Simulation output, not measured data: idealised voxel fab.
Name of the process module below: voxel tone inversion
The width of the displayed cross-section, cut, is 190 nm; its cells are square, with a size of 5 nm.
In what follows, cross-sections appear as grids of square cells, described through bands that run from the top down, where every band is one or more rows of cells.
For a band, the entry starts with two heights in nm, that of the top and then that of the bottom, and carries on with the band's materials in order from left to right, each alongside its width in nm; the word "full width" beside a single material means it fills the band edge to edge, and "air" means empty space.
Heights are expressed relative to 0, this being the level below which the as-received wafer comprises one material exclusively. The lowest band is unbounded in the downward direction and is denoted as in "0..down".
Read "30->40" as a graded width: first number on top, second number at the bottom, same change between each pair of neighbouring rows.
Any step labelled "stayed the same" changed none of the cells in the cross-section.
Listed in "Fully enclosed voids": every empty space of 8 or more cells without an open way to the top. Form: width x height at distance, the distance being from the left edge, all in nm.
Anything after a step's settings on that line? It's the simulator's own note about the step.
Among the settings permitted on a step's line is "overlay nm"; applied to a step with a mask, it specifies the extent to which the mask lay to the right of its planned position, whereas a negative figure signifies a position to the left.
# The steps planned for the process are as follows
step 1: RECEIVE | material Si
step 2: CONFORMAL_DEP | material SiN | thk nm 10
step 3: DIRECTIONAL_DEP | material polySi | thk nm 25
step 4: PATTERN | tone cover | mask id POSTS | material resist | width nm 15 | pitch nm 30 | thk nm 30 | overlay nm 0
step 5: DIRECTIONAL_ETCH | etch materials polySi | depth nm 25
step 6: STRIP | etch materials resist
step 7: FILL_DEP | material SiO2 | thk nm 10
step 8: CMP | height nm 35
step 9: STRIP | etch materials polySi
step 10: CONFORMAL_DEP | material TiN | thk nm 5
step 11: FILL_DEP | material W | thk nm 5
step 12: CMP | height nm 35
step 13: CONFORMAL_DEP | material SiN | thk nm 5
# Cross-section of the incoming wafer, state after step 1
0..down | Si full width
Fully enclosed voids: none
# Figure: cross-sectional view of the wafer upon completion of the module, processed from the initial state and according to the plan depicted above, with one error introduced during execution
40..35 | SiN full width
35..15 | 50 nm W, then 5 nm TiN, then 15 nm SiO2, then 5 nm TiN, then 5 nm W, then 5 nm TiN, then 15 nm SiO2, then 5 nm TiN, then 5 nm W, then 5 nm TiN, then 15 nm SiO2, then 5 nm TiN, then 55 nm W
15..10 | 55 nm TiN, then 15 nm SiO2, then 15 nm TiN, then 15 nm SiO2, then 15 nm TiN, then 15 nm SiO2, then 60 nm TiN
10..0 | SiN full width
0..down | Si full width
Fully enclosed voids: none
Against the plan, the run slipped here: for step 4, the planned setting was not used; the step was instead run as PATTERN | tone open | mask id POSTS | material resist | width nm 15 | pitch nm 30 | thk nm 30 | overlay nm 0
